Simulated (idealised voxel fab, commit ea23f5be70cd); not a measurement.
You're looking at the process module voxel ribs on slabs.
In the cross-section labelled cut, the width is 235 nm and each square cell is 5 nm.
Cross-section = grid of square cells, listed top down in bands; band = one or more rows. Read a band's entry like this: the first values are the height of its top and the height of its bottom in nm, and what follows is the sequence of materials from left to right, each with its width in nm. Note that "air" is empty space, and that a single material marked "full width" reaches across the band from edge to edge. Height is counted from the level 0, under which the received wafer is composed throughout of one material. The lowest of the bands is not closed at the bottom but continues downward, in the notation "0..down". The width entry "30..40" should be interpreted row by row: the top row of cells in the band takes the first number, the bottom row takes the second number, and the change between adjacent rows is uniform throughout. What does "nothing got changed" mean for a step? It means no cell of the cross-section changed in that step. What "Encapsulated voids" gives you is every empty space of 8 cells or more that is cut off from the top. Each appears as width x height at distance, with the distance taken from the left edge and width, height and distance all in nm. If you see something after the settings on a step's line, that's the simulator's own remark about that step. "overlay nm" on a masked step: distance the mask lay right of its planned place, negative for left.

**Planned process steps**
1. RECEIVE: material Si
2. DIRECTIONAL_DEP: material SiO2, thk nm 25
3. DIRECTIONAL_DEP: material polySi, thk nm 20
4. MASKED_ETCH: tone cover, mask id RIB, width nm 20, etch materials polySi, depth nm 5, overlay nm 0
5. MASKED_ETCH: tone cover, mask id SLAB, width nm 70, etch materials polySi, depth nm 15, overlay nm 0
6. FILL_DEP: material SiO2, thk nm 25
7. CMP: height nm 65
8. DIRECTIONAL_DEP: material TiN, thk nm 5
9. PATTERN: tone cover, mask id HEATER, material resist, width nm 30, thk nm 20, overlay nm 0
10. DIRECTIONAL_ETCH: etch materials TiN, depth nm 5
11. STRIP: etch materials resist
12. CONFORMAL_DEP: material SiO2, thk nm 5

**First out of two wafers; run went to plan**

**Wafer as received: cross-section following step 1**
  0..down | Si full width
  Encapsulated voids: none

**Take a look at the wafer's cross-section after step 2**
  25..0 | SiO2 full width
  Everything below 0 is unchanged.

**Take a look at the wafer's cross-section after step 3**
  45..25 | polySi full width
  Everything below 25 is unchanged.

**Take a look at the wafer's cross-section after step 4**
  45..40 | 105 air / 20 polySi / 110 air
  Everything below 40 is unchanged.

**Take a look at the wafer's cross-section after step 5**
  45..40 | 105 air / 20 polySi / 110 air
  40..25 | 80 air / 70 polySi / 85 air
  Everything below 25 is unchanged.

**Take a look at the wafer's cross-section after step 6**
  70..45 | SiO2 full width
  45..40 | 105 SiO2 / 20 polySi / 110 SiO2
  40..25 | 80 SiO2 / 70 polySi / 85 SiO2
  Everything below 25 is unchanged.

**Take a look at the wafer's cross-section after step 7**
  65..45 | SiO2 full width
  Everything below 45 is unchanged.

**Take a look at the wafer's cross-section after step 8**
  70..65 | TiN full width
  Everything below 65 is unchanged.

**Take a look at the wafer's cross-section after step 9**
  90..70 | 100 air / 30 resist / 105 air
  Everything below 70 is unchanged.

**Take a look at the wafer's cross-section after step 10**
  90..70 | 100 air / 30 resist / 105 air
  70..65 | 100 air / 30 TiN / 105 air
  Everything below 65 is unchanged.

**Take a look at the wafer's cross-section after step 11**
  70..65 | 100 air / 30 TiN / 105 air
  Everything below 65 is unchanged.

**Take a look at the wafer's cross-section after step 12**
  75..70 | 95 air / 40 SiO2 / 100 air
  70..65 | 100 SiO2 / 30 TiN / 105 SiO2
  Everything below 65 is unchanged.

**Second wafer, same starting conditions and recipe as the first, one mistake in executing it, nothing differs from the first up to and including step 8**

**Second wafer cross-section, taken as of the time the plan sets for step 9 to be done**
  90..70 | 105 air / 25 resist / 105 air
  Everything below 70 is unchanged.

**Second wafer cross-section, taken as of the time the plan sets for step 10 to be done**
  90..70 | 105 air / 25 resist / 105 air
  70..65 | 105 air / 25 TiN / 105 air
  Everything below 65 is unchanged.

**Second wafer cross-section, taken as of the time the plan sets for step 11 to be done**
  70..65 | 105 air / 25 TiN / 105 air
  Everything below 65 is unchanged.

**Second wafer cross-section, taken as of the time the plan sets for step 12 to be done**
  75..70 | 100 air / 35 SiO2 / 100 air
  70..65 | 105 SiO2 / 25 TiN / 105 SiO2
  Everything below 65 is unchanged.
Finding, execution versus plan: step 9: run off-plan, actual operation and settings PATTERN: tone cover, mask id HEATER, material resist, width nm 25, thk nm 20, overlay nm 0
The second wafer ends with more or fewer cells of some materials than the first, per final count: TiN: 1 fewer
